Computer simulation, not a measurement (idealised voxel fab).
The process module that follows is named voxel self aligned vias.
FYI the section here is cut, 190 nm wide, cells are 5 nm squares.
Reading order for cross-sections: top band down to bottom band. Underlying form: a grid of square cells. Band size: one or more rows of cells. Basically the band line says how high the top is and how high the bottom is, in nm, and then what's in it from left to right, every material with its width in nm. Empty space shows up as "blank", and if a single material carries "throughout" it runs the full band edge to edge. Heights are expressed relative to 0, this being the level below which the as-received wafer comprises one material exclusively. The lowest band is unbounded in the downward direction and is denoted as in "top 0, no bottom". Per-row width for "30 to 40": begins at first number (top row of band), ends at second number (bottom row), increment between rows held constant. It should be understood that the words "remained the same", when stated for a given step, signify that the cross-section underwent no change in any of its cells during that step. "Encapsulated voids" lists enclosed empty spaces (at least 8 cells, no open path upward to the top), each as width x height at distance from the left edge, in nm. after a step's settings: what the simulator itself notes on the step. Steps that use a mask can have "overlay nm" on their line. It says how far the mask sat to the right of where it was meant to be. Negative means to the left. So the way this works: pairs, before and after one process step. The after picture only goes down to the lowest band that actually changed, nothing below. Step and its settings are under each pair. And watch out, pairs might come from different runs of this module, same starting wafer though, so a pair only follows on from the one above if its "Before-step section" entry tells you so.

Before-step section:
	top 60, bottom 40 | SiO2 30  blank 45  SiO2 115
	top 40, bottom 35 | SiO2 45  SiN 25  SiO2 45  SiN 25  SiO2 50
	top 35, bottom 20 | SiO2 45  TiN 5  W 15  TiN 5  SiO2 45  TiN 5  W 15  TiN 5  SiO2 50
	top 20, bottom 15 | SiO2 45  TiN 25  SiO2 45  TiN 25  SiO2 50
	top 15, bottom 10 | SiCN throughout
	top 10, bottom 0 | SiO2 throughout
	top 0, no bottom | Si throughout
	Encapsulated voids: none

Cross-Section Thereafter:
	top 60, bottom 40 | SiO2 30  blank 45  SiO2 115
	top 40, bottom 35 | SiO2 45  blank 25  SiO2 45  SiN 25  SiO2 50
	For the remainder of the cross-section, below 35, there is no change.
	Encapsulated voids: none
Between the two cross-sections you see above, the step is MASKED_ETCH: tone open, mask id VIAS, width nm 45, etch materials SiN, depth nm 5, overlay nm 0

Before-step section: The prior state of this step coincides with the post-step cross-section of the pair just above.

Cross-Section Thereafter:
	top 65, bottom 60 | TiN 35  blank 35  TiN 120
	top 60, bottom 45 | SiO2 30  TiN 5  blank 35  TiN 5  SiO2 115
	top 45, bottom 40 | SiO2 30  TiN 20  blank 15  TiN 10  SiO2 115
	top 40, bottom 35 | SiO2 45  TiN 25  SiO2 45  SiN 25  SiO2 50
	For the remainder of the cross-section, below 35, there is no change.
	Encapsulated voids: none
Between the two cross-sections you see above, the step is CONFORMAL_DEP: material TiN, thk nm 5

Before-step section: The prior state of this step coincides with the post-step cross-section of the pair just above.

Cross-Section Thereafter:
	top 70, bottom 65 | Ru throughout
	top 65, bottom 60 | TiN 35  Ru 35  TiN 120
	top 60, bottom 45 | SiO2 30  TiN 5  Ru 35  TiN 5  SiO2 115
	top 45, bottom 40 | SiO2 30  TiN 20  Ru 15  TiN 10  SiO2 115
	For the remainder of the cross-section, below 40, there is no change.
	Encapsulated voids: none
Between the two cross-sections you see above, the step is FILL_DEP: material Ru, thk nm 5

Before-step section: The prior state of this step coincides with the post-step cross-section of the pair just above.

Cross-Section Thereafter:
	top 60, bottom 45 | SiO2 30  TiN 5  Ru 35  TiN 5  SiO2 115
	For the remainder of the cross-section, below 45, there is no change.
	Encapsulated voids: none
Between the two cross-sections you see above, the step is CMP: height nm 60

Before-step section: The prior state of this step coincides with the post-step cross-section of the pair just above.

Cross-Section Thereafter:
	top 65, bottom 60 | SiCN throughout
	For the remainder of the cross-section, below 60, there is no change.
	Encapsulated voids: none
Between the two cross-sections you see above, the step is CONFORMAL_DEP: material SiCN, thk nm 5

Before-step section:
	top 10, bottom 0 | SiO2 throughout
	top 0, no bottom | Si throughout
	Encapsulated voids: none

Cross-Section Thereafter:
	top 15, bottom 10 | SiN throughout
	For the remainder of the cross-section, below 10, there is no change.
	Encapsulated voids: none
Between the two cross-sections you see above, the step is CONFORMAL_DEP: material SiN, thk nm 5

Before-step section: The prior state of this step coincides with the post-step cross-section of the pair just above.

Cross-Section Thereafter:
	top 40, bottom 15 | SiO2 throughout
	For the remainder of the cross-section, below 15, there is no change.
	Encapsulated voids: none
Between the two cross-sections you see above, the step is DIRECTIONAL_DEP: material SiO2, thk nm 25

Before-step section: The prior state of this step coincides with the post-step cross-section of the pair just above.

Cross-Section Thereafter:
	top 55, bottom 40 | resist 45  blank 25  resist 45  blank 25  resist 50
	For the remainder of the cross-section, below 40, there is no change.
	Encapsulated voids: none
Between the two cross-sections you see above, the step is PATTERN: tone open, mask id LINES, material resist, width nm 25, pitch nm 70, thk nm 15, overlay nm 0

Before-step section: The prior state of this step coincides with the post-step cross-section of the pair just above.

Cross-Section Thereafter:
	top 55, bottom 40 | resist 45  blank 25  resist 45  blank 25  resist 50
	top 40, bottom 15 | SiO2 45  blank 25  SiO2 45  blank 25  SiO2 50
	For the remainder of the cross-section, below 15, there is no change.
	Encapsulated voids: none
Between the two cross-sections you see above, the step is DIRECTIONAL_ETCH: etch materials SiO2, depth nm 25

Before-step section: The prior state of this step coincides with the post-step cross-section of the pair just above.

Cross-Section Thereafter:
	top 40, bottom 15 | SiO2 45  blank 25  SiO2 45  blank 25  SiO2 50
	For the remainder of the cross-section, below 15, there is no change.
	Encapsulated voids: none
Between the two cross-sections you see above, the step is STRIP: etch materials resist

Before-step section: The prior state of this step coincides with the post-step cross-section of the pair just above.

Cross-Section Thereafter:
	top 45, bottom 40 | TiN 50  blank 15  TiN 55  blank 15  TiN 55
	top 40, bottom 20 | SiO2 45  TiN 5  blank 15  TiN 5  SiO2 45  TiN 5  blank 15  TiN 5  SiO2 50
	top 20, bottom 15 | SiO2 45  TiN 25  SiO2 45  TiN 25  SiO2 50
	For the remainder of the cross-section, below 15, there is no change.
	Encapsulated voids: none
Between the two cross-sections you see above, the step is CONFORMAL_DEP: material TiN, thk nm 5

Before-step section: The prior state of this step coincides with the post-step cross-section of the pair just above.

Cross-Section Thereafter:
	top 55, bottom 45 | W throughout
	top 45, bottom 40 | TiN 50  W 15  TiN 55  W 15  TiN 55
	top 40, bottom 20 | SiO2 45  TiN 5  W 15  TiN 5  SiO2 45  TiN 5  W 15  TiN 5  SiO2 50
	For the remainder of the cross-section, below 20, there is no change.
	Encapsulated voids: none
Between the two cross-sections you see above, the step is FILL_DEP: material W, thk nm 10

Before-step section: The prior state of this step coincides with the post-step cross-section of the pair just above.

Cross-Section Thereafter:
	top 40, bottom 20 | SiO2 45  TiN 5  W 15  TiN 5  SiO2 45  TiN 5  W 15  TiN 5  SiO2 50
	For the remainder of the cross-section, below 20, there is no change.
	Encapsulated voids: none
Between the two cross-sections you see above, the step is CMP: height nm 40

Before-step section: The prior state of this step coincides with the post-step cross-section of the pair just above.

Cross-Section Thereafter:
	top 40, bottom 35 | SiO2 45  blank 25  SiO2 45  blank 25  SiO2 50
	For the remainder of the cross-section, below 35, there is no change.
	Encapsulated voids: none
Between the two cross-sections you see above, the step is SELECTIVE_ETCH: etch materials W Ru TiN, depth nm 5

Before-step section: The prior state of this step coincides with the post-step cross-section of the pair just above.

Cross-Section Thereafter:
	top 45, bottom 40 | SiN throughout
	top 40, bottom 35 | SiO2 45  SiN 25  SiO2 45  SiN 25  SiO2 50
	For the remainder of the cross-section, below 35, there is no change.
	Encapsulated voids: none
Between the two cross-sections you see above, the step is FILL_DEP: material SiN, thk nm 5

Before-step section: The prior state of this step coincides with the post-step cross-section of the pair just above.

Cross-Section Thereafter:
	top 40, bottom 35 | SiO2 45  SiN 25  SiO2 45  SiN 25  SiO2 50
	For the remainder of the cross-section, below 35, there is no change.
	Encapsulated voids: none
Between the two cross-sections you see above, the step is CMP: height nm 40

Before-step section: The prior state of this step coincides with the post-step cross-section of the pair just above.

Cross-Section Thereafter:
	top 60, bottom 40 | SiO2 throughout
	For the remainder of the cross-section, below 40, there is no change.
	Encapsulated voids: none
Between the two cross-sections you see above, the step is DIRECTIONAL_DEP: material SiO2, thk nm 20

Before-step section: The prior state of this step coincides with the post-step cross-section of the pair just above.

Cross-Section Thereafter:
	top 60, bottom 40 | SiO2 35  blank 45  SiO2 110
	For the remainder of the cross-section, below 40, there is no change.
	Encapsulated voids: none
Between the two cross-sections you see above, the step is MASKED_ETCH: tone open, mask id VIAS, width nm 45, etch materials SiO2, depth nm 20, overlay nm 0

Before-step section: The prior state of this step coincides with the post-step cross-section of the pair just above.

Cross-Section Thereafter:
	top 60, bottom 40 | SiO2 35  blank 45  SiO2 110
	top 40, bottom 35 | SiO2 45  blank 25  SiO2 45  SiN 25  SiO2 50
	For the remainder of the cross-section, below 35, there is no change.
	Encapsulated voids: none
Between the two cross-sections you see above, the step is MASKED_ETCH: tone open, mask id VIAS, width nm 45, etch materials SiN, depth nm 5, overlay nm 0

Before-step section: The prior state of this step coincides with the post-step cross-section of the pair just above.

Cross-Section Thereafter:
	top 65, bottom 60 | TiN 40  blank 35  TiN 115
	top 60, bottom 45 | SiO2 35  TiN 5  blank 35  TiN 5  SiO2 110
	top 45, bottom 40 | SiO2 35  TiN 15  blank 15  TiN 15  SiO2 110
	top 40, bottom 35 | SiO2 45  TiN 25  SiO2 45  SiN 25  SiO2 50
	For the remainder of the cross-section, below 35, there is no change.
	Encapsulated voids: none
Between the two cross-sections you see above, the step is CONFORMAL_DEP: material TiN, thk nm 5

Before-step section: The prior state of this step coincides with the post-step cross-section of the pair just above.

Cross-Section Thereafter:
	top 70, bottom 65 | Ru throughout
	top 65, bottom 60 | TiN 40  Ru 35  TiN 115
	top 60, bottom 45 | SiO2 35  TiN 5  Ru 35  TiN 5  SiO2 110
	top 45, bottom 40 | SiO2 35  TiN 15  Ru 15  TiN 15  SiO2 110
	For the remainder of the cross-section, below 40, there is no change.
	Encapsulated voids: none
Between the two cross-sections you see above, the step is FILL_DEP: material Ru, thk nm 5

Before-step section: The prior state of this step coincides with the post-step cross-section of the pair just above.

Cross-Section Thereafter:
	top 60, bottom 45 | SiO2 35  TiN 5  Ru 35  TiN 5  SiO2 110
	For the remainder of the cross-section, below 45, there is no change.
	Encapsulated voids: none
Between the two cross-sections you see above, the step is CMP: height nm 60

Before-step section: The prior state of this step coincides with the post-step cross-section of the pair just above.

Cross-Section Thereafter:
	top 65, bottom 60 | SiCN throughout
	For the remainder of the cross-section, below 60, there is no change.
	Encapsulated voids: none
Between the two cross-sections you see above, the step is CONFORMAL_DEP: material SiCN, thk nm 5

Before-step section:
	top 60, bottom 40 | SiO2 throughout
	top 40, bottom 35 | SiO2 45  SiN 25  SiO2 45  SiN 25  SiO2 50
	top 35, bottom 20 | SiO2 45  TiN 5  W 15  TiN 5  SiO2 45  TiN 5  W 15  TiN 5  SiO2 50
	top 20, bottom 15 | SiO2 45  TiN 25  SiO2 45  TiN 25  SiO2 50
	top 15, bottom 10 | SiCN throughout
	top 10, bottom 0 | SiO2 throughout
	top 0, no bottom | Si throughout
	Encapsulated voids: none

Cross-Section Thereafter:
	top 60, bottom 40 | blank 35  SiO2 45  blank 110
	For the remainder of the cross-section, below 40, there is no change.
	Encapsulated voids: none
Between the two cross-sections you see above, the step is MASKED_ETCH: tone cover, mask id VIAS, width nm 45, etch materials SiO2, depth nm 20, overlay nm 0

Before-step section: The prior state of this step coincides with the post-step cross-section of the pair just above.

Cross-Section Thereafter:
	top 65, bottom 60 | blank 30  TiN 55  blank 105
	top 60, bottom 45 | blank 30  TiN 5  SiO2 45  TiN 5  blank 105
	top 45, bottom 40 | TiN 35  SiO2 45  TiN 110
	For the remainder of the cross-section, below 40, there is no change.
	Encapsulated voids: none
Between the two cross-sections you see above, the step is CONFORMAL_DEP: material TiN, thk nm 5

Before-step section: The prior state of this step coincides with the post-step cross-section of the pair just above.

Cross-Section Thereafter:
	top 70, bottom 65 | Ru throughout
	top 65, bottom 60 | Ru 30  TiN 55  Ru 105
	top 60, bottom 45 | Ru 30  TiN 5  SiO2 45  TiN 5  Ru 105
	For the remainder of the cross-section, below 45, there is no change.
	Encapsulated voids: none
Between the two cross-sections you see above, the step is FILL_DEP: material Ru, thk nm 5

Before-step section: The prior state of this step coincides with the post-step cross-section of the pair just above.

Cross-Section Thereafter:
	top 60, bottom 45 | Ru 30  TiN 5  SiO2 45  TiN 5  Ru 105
	For the remainder of the cross-section, below 45, there is no change.
	Encapsulated voids: none
Between the two cross-sections you see above, the step is CMP: height nm 60

Before-step section: The prior state of this step coincides with the post-step cross-section of the pair just above.

Cross-Section Thereafter:
	top 65, bottom 60 | SiCN throughout
	For the remainder of the cross-section, below 60, there is no change.
	Encapsulated voids: none
Between the two cross-sections you see above, the step is CONFORMAL_DEP: material SiCN, thk nm 5
